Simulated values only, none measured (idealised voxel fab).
process module | voxel released beams
cross-section cut | 165 nm wide | cells 5 nm
A cross-section is a grid of square cells, given in bands from the top down. A band is one or more rows of cells.
Each band's line starts with the height of the band's top and of its bottom, in nm. Then come its materials from left to right, each with its width in nm. One material with "throughout" fills the band from edge to edge. "air" is empty space.
Height 0 is the level under which the wafer as received is all one material. The lowest band goes on downwards, as in "0 down".
A width such as "30 to 40" changes by the same amount from each row of cells to the next, from the band's top row to its bottom row.
"no change" after a step means that no cell of the cross-section changed.
closed voids: empty space of 8 cells or more with no open way to the top, each as width x height at its distance from the left edge, in nm
after a step's settings: what the simulator itself notes on the step
overlay nm, on a step with a mask: how far to the right of its planned place the mask lay; to the left if negative
plan
1 op RECEIVE | material Si
2 op CONFORMAL_DEP | material Al2O3 | thk nm 5
3 op DIRECTIONAL_DEP | material SiO2 | thk nm 20
4 op PATTERN | tone open | mask id ANCHOR | material resist | width nm 35 | thk nm 15 | overlay nm 0
5 op DIRECTIONAL_ETCH | etch materials SiO2 | depth nm 20
6 op STRIP | etch materials resist
7 op CONFORMAL_DEP | material W | thk nm 10
8 op DIRECTIONAL_DEP | material aC | thk nm 10
9 op PATTERN | tone cover | mask id BEAM | material resist | width nm 120 | thk nm 30 | overlay nm 0
10 op DIRECTIONAL_ETCH | etch materials aC | depth nm 10
11 op STRIP | etch materials resist
12 op DIRECTIONAL_ETCH | etch materials W | depth nm 10
13 op STRIP | etch materials aC
14 op STRIP | etch materials SiO2
as received, after step 1
  0 down: Si throughout
  closed voids: none
first wafer at the end, as planned
  35 to 25: air 20 | W 15 | air 15 | W 90 | air 25
  25 to 15: air 25 | W 10 | air 15 | W 10 | air 105
  15 to 5: air 25 | W 35 | air 105
  5 to 0: Al2O3 throughout
  0 down: Si throughout
  closed voids: none
second wafer at the end: like start, like plan, one mistake
  35 to 25: air 20 | W 120 | air 25
  25 to 20: Al2O3 throughout
  20 to 0: SiO2 throughout
  0 down: Si throughout
  closed voids: none
what went wrong: steps 2 and 3 were swapped
at the end the second wafer has, in cells: 132 more of SiO2 | 16 fewer of W
